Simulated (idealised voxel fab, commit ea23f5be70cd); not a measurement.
Documented hereafter: the process module known as voxel released beams.
Square cells of 5 nm make up the cross-section cut, whose width is 200 nm.
A cross-section is written here as square cells arranged in a grid, and it is given in bands from the top down, each band taking up one or more rows of cells.
Band: top and bottom heights (nm) first, top before bottom; then materials from left to right, widths in nm. "all across" marks a sole material filling the band edge to edge. "empty" denotes empty space.
Heights are reckoned from 0. Under this level, the received wafer is all of one material. The bottommost band is open-ended downward, for example "0..down".
Per-row width for "30->40": begins at first number (top row of band), ends at second number (bottom row), increment between rows held constant.
Given "remains unaltered" for a step, no cell of the cross-section differs between before and after that step.
Basically, "Sealed voids" tells you about the enclosed voids: empty spaces with no open way to the top, 8 cells or bigger, each written width x height at distance, where distance is from the left edge, all in nm.
Read whatever lies past the settings on a step's line as the simulator's own remark about the step.
overlay nm: for a step with a mask, the amount by which the mask lay right of where it was planned; a negative amount means left of it.
# Below is the list of planned process steps
step 1: RECEIVE (material Si)
step 2: CONFORMAL_DEP (material SiN; thk nm 5)
step 3: DIRECTIONAL_DEP (material SiO2; thk nm 20)
step 4: PATTERN (tone open; mask id ANCHOR; material resist; width nm 35; thk nm 20; overlay nm 0)
step 5: DIRECTIONAL_ETCH (etch materials SiO2; depth nm 20)
step 6: STRIP (etch materials resist)
step 7: CONFORMAL_DEP (material TiN; thk nm 15)
step 8: MASKED_ETCH (tone cover; mask id BEAM; width nm 120; etch materials TiN; depth nm 15; overlay nm 0)
step 9: STRIP (etch materials SiO2)
# First of two wafers - as planned
# Cross-section, incoming material, after step 1
  0..down | Si all across
  Sealed voids: none
# You're looking at a cross-section of the wafer after step 2
  5..0 | SiN all across
  Below a height of 0, the structure has not been altered.
# You're looking at a cross-section of the wafer after step 3
  25..5 | SiO2 all across
  Below a height of 5, the structure has not been altered.
# You're looking at a cross-section of the wafer after step 4
  45..25 | 40 resist  35 empty  125 resist
  Below a height of 25, the structure has not been altered.
# You're looking at a cross-section of the wafer after step 5
  45..25 | 40 resist  35 empty  125 resist
  25..5 | 40 SiO2  35 empty  125 SiO2
  Below a height of 5, the structure has not been altered.
# You're looking at a cross-section of the wafer after step 6
  25..5 | 40 SiO2  35 empty  125 SiO2
  Below a height of 5, the structure has not been altered.
# You're looking at a cross-section of the wafer after step 7
  40..25 | 55 TiN  5 empty  140 TiN
  25..20 | 40 SiO2  15 TiN  5 empty  15 TiN  125 SiO2
  20..5 | 40 SiO2  35 TiN  125 SiO2
  Below a height of 5, the structure has not been altered.
# You're looking at a cross-section of the wafer after step 8
  40..25 | 35 empty  20 TiN  5 empty  95 TiN  45 empty
  Below a height of 25, the structure has not been altered.
# You're looking at a cross-section of the wafer after step 9
  40..25 | 35 empty  20 TiN  5 empty  95 TiN  45 empty
  25..20 | 40 empty  15 TiN  5 empty  15 TiN  125 empty
  20..5 | 40 empty  35 TiN  125 empty
  Below a height of 5, the structure has not been altered.
# Second wafer - shared start and plan with the first - one error in running - same as the first up to step 1 inclusive
# Second wafer: cross-section at the scheduled end of step 2
  20..0 | SiO2 all across
  Below a height of 0, the structure has not been altered.
# Second wafer: cross-section at the scheduled end of step 3
  25..20 | SiN all across
  Below a height of 20, the structure has not been altered.
# Second wafer: cross-section at the scheduled end of step 4
  45..25 | 40 resist  35 empty  125 resist
  Below a height of 25, the structure has not been altered.
Second wafer: cross-section at the scheduled end of step 5: remains unaltered
# Second wafer: cross-section at the scheduled end of step 6
  25..20 | SiN all across
  Below a height of 20, the structure has not been altered.
# Second wafer: cross-section at the scheduled end of step 7
  40..25 | TiN all across
  Below a height of 25, the structure has not been altered.
# Second wafer: cross-section at the scheduled end of step 8
  40..25 | 35 empty  120 TiN  45 empty
  Below a height of 25, the structure has not been altered.
Second wafer: cross-section at the scheduled end of step 9: remains unaltered
Short version of what went wrong: step 2 ran in the slot meant for step 3, and vice versa
End check, counted in cells, second wafer has more or fewer of these materials than the first: SiO2: 160 more, TiN: 24 fewer
